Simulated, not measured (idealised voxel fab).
Process module name: voxel transistor to metal
For reference, the cross-section in this document is cut, with width 185 nm and square cells of 5 nm.
Cross-section, as written here: a square-cell grid given band by band from the top down, where a band holds one or more rows of cells. It is stipulated that each band's entry specify, in nanometres, the height of the top of the band and then that of its bottom, followed by the materials of the band in left-to-right sequence, each together with its width in nanometres. A single material marked by the word "edge to edge" is understood to fill the band from edge to edge; the word "air" is understood to denote empty space. The level at which height equals 0 is the one under which the wafer, as it arrives, is entirely one material. No lower edge exists for the bottom band, which continues downward and is notated as in "0 down". The notation "30->40" denotes a width that varies across the rows of cells in the band, beginning at the first number in the top row, finishing at the second number in the bottom row, and changing by an identical amount from each row to the next. Where a step carries "remained the same", the cross-section came out of it unchanged, cell for cell. In the "Enclosed void inventory" entry, you get each enclosed empty space of 8 cells or more, one with no open way to the top, written width x height at distance, distance from the left edge, in nm. The remark found on a step's line after its settings is issued by the simulator itself and pertains to that step. Each step line may optionally specify "overlay nm", which for a step with a mask gives the rightward distance between the mask's planned place and where it lay, a negative value indicating the leftward direction.

[The planned process steps are enumerated hereunder]
1 RECEIVE: material Si
2 CONFORMAL_DEP: material SiO2, thk nm 5
3 CONFORMAL_DEP: material SiN, thk nm 10
4 MASKED_ETCH: tone cover, mask id ACTIVE, width nm 110, etch materials SiN, depth nm 10, overlay nm 0
5 MASKED_ETCH: tone cover, mask id ACTIVE, width nm 110, etch materials SiO2, depth nm 5, overlay nm 0
6 MASKED_ETCH: tone cover, mask id ACTIVE, width nm 110, etch materials Si, depth nm 35, overlay nm 0
7 OXIDIZE: depth nm 5
8 FILL_DEP: material SiO2, thk nm 10
9 CMP: height nm 15
10 SELECTIVE_ETCH: etch materials SiO2, depth nm 10
11 STRIP: etch materials SiN
12 SELECTIVE_ETCH: etch materials SiO2, depth nm 5
13 OXIDIZE: depth nm 5
14 DIRECTIONAL_DEP: material polySi, thk nm 30
15 DIRECTIONAL_DEP: material SiCN, thk nm 10
16 MASKED_ETCH: tone cover, mask id GATE, width nm 30, etch materials SiCN, depth nm 20, overlay nm 0
17 MASKED_ETCH: tone cover, mask id GATE, width nm 30, etch materials polySi, depth nm 40, overlay nm 0
18 CONFORMAL_DEP: material SiN, thk nm 10
19 DIRECTIONAL_ETCH: etch materials SiN, depth nm 10
20 DIRECTIONAL_ETCH: etch materials SiO2, depth nm 5
21 DIRECTIONAL_ETCH: etch materials Si, depth nm 10
22 EPI: material pSi, thk nm 10
23 FILL_DEP: material SiO2, thk nm 5
24 CMP: height nm 30
25 STRIP: etch materials polySi
26 SELECTIVE_ETCH: etch materials SiO2, depth nm 5
27 CONFORMAL_DEP: material HfO2, thk nm 5
28 CONFORMAL_DEP: material TiN, thk nm 5
29 FILL_DEP: material W, thk nm 5
30 CMP: height nm 25
31 DIRECTIONAL_DEP: material SiO2, thk nm 10
32 MASKED_ETCH: tone open, mask id CONTACT, width nm 20, pitch nm 80, etch materials SiO2, depth nm 40, overlay nm 0
33 CONFORMAL_DEP: material TiN, thk nm 5
34 FILL_DEP: material Ru, thk nm 5
35 CMP: height nm 35
36 DIRECTIONAL_DEP: material TiN, thk nm 5
37 DIRECTIONAL_DEP: material Ru, thk nm 15
38 PATTERN: tone cover, mask id METAL_1, material resist, width nm 20, pitch nm 80, thk nm 15, overlay nm 0
39 DIRECTIONAL_ETCH: etch materials Ru, depth nm 15
40 DIRECTIONAL_ETCH: etch materials TiN, depth nm 5
41 STRIP: etch materials resist
42 CONFORMAL_DEP: material SiCN, thk nm 5
43 FILL_DEP: material lowk, thk nm 10
44 CMP: height nm 55
45 CONFORMAL_DEP: material SiCN, thk nm 5
46 DIRECTIONAL_DEP: material SiO2, thk nm 25
47 DIRECTIONAL_DEP: material aC, thk nm 15
48 PATTERN: tone open, mask id METAL_2_HOLES, material resist, width nm 15, pitch nm 80, thk nm 30, overlay nm 0
49 DIRECTIONAL_ETCH: etch materials aC, depth nm 15
50 STRIP: etch materials resist
51 DIRECTIONAL_ETCH: etch materials SiO2, depth nm 25
52 STRIP: etch materials aC
53 DIRECTIONAL_DEP: material aC, thk nm 10
54 PATTERN: tone open, mask id METAL_2, material resist, width nm 20, pitch nm 80, thk nm 30, overlay nm 0
55 DIRECTIONAL_ETCH: etch materials aC, depth nm 10
56 STRIP: etch materials resist
57 DIRECTIONAL_ETCH: etch materials SiO2, depth nm 15
58 DIRECTIONAL_ETCH: etch materials SiCN, depth nm 5
59 STRIP: etch materials aC
60 CONFORMAL_DEP: material TiN, thk nm 5
61 FILL_DEP: material Cu, thk nm 5
62 CMP: height nm 85
63 CONFORMAL_DEP: material SiN, thk nm 5

[Cross-section of the incoming wafer, state after step 1]
0 down = Si edge to edge
Enclosed void inventory: none

[Cross-section, end of module. Start: as above. Plan: as above. Execution: one mistake]
90 to 85 = SiN edge to edge
85 to 75 = 40 SiO2 / 5 TiN / 5 Cu / 5 TiN / 65 SiO2 / 5 TiN / 5 Cu / 5 TiN / 50 SiO2
75 to 70 = 40 SiCN / 15 TiN / 65 SiCN / 15 TiN / 50 SiCN
70 to 60 = lowk edge to edge
60 to 55 = 35 lowk / 30 SiCN / 50 lowk / 30 SiCN / 40 lowk
55 to 40 = 35 lowk / 5 SiCN / 20 Ru / 5 SiCN / 50 lowk / 5 SiCN / 20 Ru / 5 SiCN / 40 lowk
40 to 35 = 40 SiCN / 20 TiN / 60 SiCN / 20 TiN / 45 SiCN
35 to 25 = 40 SiO2 / 5 TiN / 10 Ru / 5 TiN / 60 SiO2 / 5 TiN / 10 Ru / 5 TiN / 45 SiO2
25 to 10 = 40 SiO2 / 5 TiN / 10 Ru / 5 TiN / 5 SiO2 / 10 SiN / 5 HfO2 / 5 TiN / 10 W / 5 TiN / 5 HfO2 / 10 SiN / 5 SiO2 / 5 TiN / 10 Ru / 5 TiN / 45 SiO2
10 to 5 = 40 SiO2 / 5 TiN / 5 Ru / 10 TiN / 5 SiO2 / 10 SiN / 5 HfO2 / 5 TiN / 10 W / 5 TiN / 5 HfO2 / 10 SiN / 5 SiO2 / 10 TiN / 5 Ru / 5 TiN / 45 SiO2
5 to 0 = 40 SiO2 / 5 TiN / 5 Ru / 5 TiN / 10 pSi / 10 SiN / 5 HfO2 / 20 TiN / 5 HfO2 / 10 SiN / 10 pSi / 5 TiN / 5 Ru / 5 TiN / 45 SiO2
0 to -5 = 40 SiO2 / 15 TiN / 10 pSi / 5 SiO2 / 40 HfO2 / 5 SiO2 / 10 pSi / 15 TiN / 45 SiO2
-5 to -15 = 40 SiO2 / 25 pSi / 50 Si / 25 pSi / 45 SiO2
-15 to -40 = 40 SiO2 / 100 Si / 45 SiO2
-40 down = Si edge to edge
Enclosed void inventory: none
Which mistake was made when the wafer was run? the run left out plan step 44 entirely, so it was never executed
